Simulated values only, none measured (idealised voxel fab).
Herein follows the process module entitled voxel spacer lines.
Cross-sectional view cut (width: 275 nm; square cell size: 5 nm).
Bands, listed from the top down, are how a cross-section gets written in this document; the cross-section itself is a grid of square cells, and a band is one or more rows of them. A band entry consists of two parts. The first gives the height of the band's top and the height of its bottom, in nm. The rest lists the band's materials from left to right, each with its width in nm. A single material labelled with the word "full width" fills the band from edge to edge, and the word "air" marks empty space. Below 0: as-received wafer, all one material; heights counted from there. Lowest band: no bottom, goes on down, written "from 0 down". The two numbers in a width such as "30->40" mark its ends across the band: the first belongs to the top row of cells, the second to the bottom row, and from each row to the next the width moves by the same amount. It should be understood that the words "nothing was modified", when stated for a given step, signify that the cross-section underwent no change in any of its cells during that step. Each empty space that has no open way to the top and spans at least 8 cells appears under "Closed internal voids" as width x height at distance, the distance counted from the left edge, all in nm. It should be noted that, on the line of a given step, the content following the step's settings is a remark produced by the simulator itself with respect to that step. The line of a step may include "overlay nm". On a step with a mask, this value is how far to the right of its planned place the mask lay. A negative value means the mask lay to the left.

Below is the list of planned process steps:
1. op RECEIVE | material Si
2. op CONFORMAL_DEP | material Al2O3 | thk nm 5
3. op DIRECTIONAL_DEP | material SiN | thk nm 15
4. op DIRECTIONAL_DEP | material polySi | thk nm 20
5. op PATTERN | tone cover | mask id MANDREL | material resist | width nm 25 | pitch nm 70 | thk nm 25 | overlay nm 0
6. op DIRECTIONAL_ETCH | etch materials polySi | depth nm 20
7. op STRIP | etch materials resist
8. op CONFORMAL_DEP | material SiO2 | thk nm 10
9. op DIRECTIONAL_ETCH | etch materials SiO2 | depth nm 10
10. op STRIP | etch materials polySi
11. op DIRECTIONAL_ETCH | etch materials SiN | depth nm 15
12. op STRIP | etch materials SiO2

Here's what the wafer looked like in cross-section when it arrived - that's after step 1:
    from 0 down | Si full width
    Closed internal voids: none

Cross-section taken at module completion on the first of two wafers; processed per the plan:
    from 20 to 5 | air 45 / SiN 10 / air 25 / SiN 10 / air 25 / SiN 10 / air 25 / SiN 10 / air 25 / SiN 10 / air 25 / SiN 10 / air 45
    from 5 to 0 | Al2O3 full width
    from 0 down | Si full width
    Closed internal voids: none

Second wafer cross-section at end of module - shared start and plan with the first, one mistake in the run:
    from 20 to 5 | air 45 / SiN 45 / air 25 / SiN 45 / air 25 / SiN 45 / air 45
    from 5 to 0 | Al2O3 full width
    from 0 down | Si full width
    Closed internal voids: none
It is concluded that the wafer was processed incorrectly with respect to the plan, in that it was found that steps 10 and 11 of the process plan had been performed in exchanged positions
The closing comparison, in cells, has the second wafer with more or fewer of some materials than the first: SiN: 45 more
